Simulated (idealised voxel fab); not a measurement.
A process module follows: voxel local oxidation.
Shown is cross-section cut, with a width of 275 nm and square cells of size 5 nm.
Throughout this document, each cross-section is represented as a grid of square cells and is presented as a sequence of bands enumerated from the top downward, where a band comprises one or more rows of cells.
The band entry comprises the height of the band's top followed by the height of its bottom, expressed in nm, and subsequently the band's materials from left to right, each stated together with its width in nm. Where a single material is marked with the word "edge to edge", that material fills the band from edge to edge. The word "air" represents empty space.
Below 0: as-received wafer, all one material; heights counted from there. Lowest band: no bottom, goes on down, written "0 -> down".
Think of "30->40" as a width that walks from the first number to the second as you go down the band, top row to bottom row, taking equal-sized steps from row to row.
Reading "no change occurred" for a step: not a cell of the cross-section changed in it.
"Enclosed internal voids" - sealed voids, min. 8 cells, no opening to top; format: width x height at distance (distance from left edge; nm throughout).
The remark found on a step's line after its settings is issued by the simulator itself and pertains to that step.
overlay nm: where the mask lay relative to plan, measured to the right, on steps with a mask; negatives go left.

STEPS IN THE PROCESS PLAN
| 1 | RECEIVE, material Si |
| 2 | CONFORMAL_DEP, material SiO2, thk nm 5 |
| 3 | CONFORMAL_DEP, material SiN, thk nm 15 |
| 4 | PATTERN, tone cover, mask id ACTIVE, material resist, width nm 95, pitch nm 130, thk nm 20, overlay nm -10 |
| 5 | DIRECTIONAL_ETCH, etch materials SiN, depth nm 15 |
| 6 | STRIP, etch materials resist |
| 7 | SELECTIVE_ETCH, etch materials SiO2, depth nm 5 |
| 8 | OXIDIZE, depth nm 15 |
| 9 | STRIP, etch materials SiN |
It is noted that the wafers described herein are identical at the outset and are distinguished by the overlay nm of step 4; the value stated in the plan corresponds to the first wafer.

CROSS-SECTION OF THE FIRST INCOMING WAFER OF SEVERAL, STATE AFTER STEP 1
	0 -> down: Si edge to edge
	Enclosed internal voids: none

EACH ROW BELOW IS A WAFER AT THE END OF THE MODULE, LISTING FOR EVERY MATERIAL THE NUMBER OF CELLS IT HAS GAINED (+) OR LOST (-) SINCE IT WAS RECEIVED, FOLLOWED BY ITS CLOSED VOIDS
overlay nm -10; -99 Si; +133 SiO2; Enclosed internal voids: none
overlay nm -5; -99 Si; +133 SiO2; Enclosed internal voids: none
overlay nm 0; -99 Si; +133 SiO2; Enclosed internal voids: none
overlay nm 5; -99 Si; +133 SiO2; Enclosed internal voids: none
overlay nm 10; -99 Si; +133 SiO2; Enclosed internal voids: none
